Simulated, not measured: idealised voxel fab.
Title: Process Module voxel plated lines
Xsec cut, 215 nm wide, square cell size 5 nm.
When this document writes out a cross-section, it uses a grid of square cells and lists it as bands, beginning at the top and moving down, with a band standing for one or more rows of cells. Band: top and bottom heights (nm) first, top before bottom; then materials from left to right, widths in nm. "everywhere" marks a sole material filling the band edge to edge. "blank" denotes empty space. Convention: height 0 is the level below which the wafer, as received, is all one material. The lowest band does not terminate at the bottom but continues downward, represented as "0 -> down". You'd read "30..40" like this: the band's top row of cells is as wide as the first number, its bottom row is as wide as the second, and going down, every row changes width by the same amount as the row before did. What does "nothing altered" mean for a step? It means no cell of the cross-section changed in that step. Enclosed voids (no open way to top), threshold 8 cells or more, entry "Completely enclosed voids", notation width x height at distance, distance from left edge, nm. That trailing text on a step's line, after the settings, is the simulator's own remark on the step. overlay nm: step with mask; distance mask lay right of planned place; negative value = left of planned place.
**List of planned process steps**
1. RECEIVE [material Si]
2. CONFORMAL_DEP [material SiO2] [thk nm 5]
3. DIRECTIONAL_DEP [material TiN] [thk nm 5]
4. PATTERN [tone open] [mask id LINES] [material resist] [width nm 30] [pitch nm 60] [thk nm 35] [overlay nm 0]
5. EPI [material Ru] [thk nm 10]
6. EPI [material Ru] [thk nm 5]
7. EPI [material Ru] [thk nm 10]
8. STRIP [etch materials resist]
9. DIRECTIONAL_ETCH [etch materials TiN] [depth nm 5]
10. CONFORMAL_DEP [material SiCN] [thk nm 5]
**as received, after step 1**
  0 -> down  Si everywhere
  Completely enclosed voids: none
**The cross-section shown corresponds to the wafer at the conclusion of the module. The initial structure and the process plan are those presented above; however, one mistake occurred in executing the plan**
  40 -> 35  blank: 65  SiCN: 40  blank: 20  SiCN: 40  blank: 50
  35 -> 10  blank: 65  SiCN: 5  Ru: 30  SiCN: 5  blank: 20  SiCN: 5  Ru: 30  SiCN: 5  blank: 50
  10 -> 5  SiCN: 70  TiN: 30  SiCN: 30  TiN: 30  SiCN: 55
  5 -> 0  SiO2 everywhere
  0 -> down  Si everywhere
  Completely enclosed voids: none
Nonconformance to the process plan: for step 4, the planned setting was not used; the step was instead run as PATTERN [tone open] [mask id LINES] [material resist] [width nm 30] [pitch nm 60] [thk nm 35] [overlay nm 10]
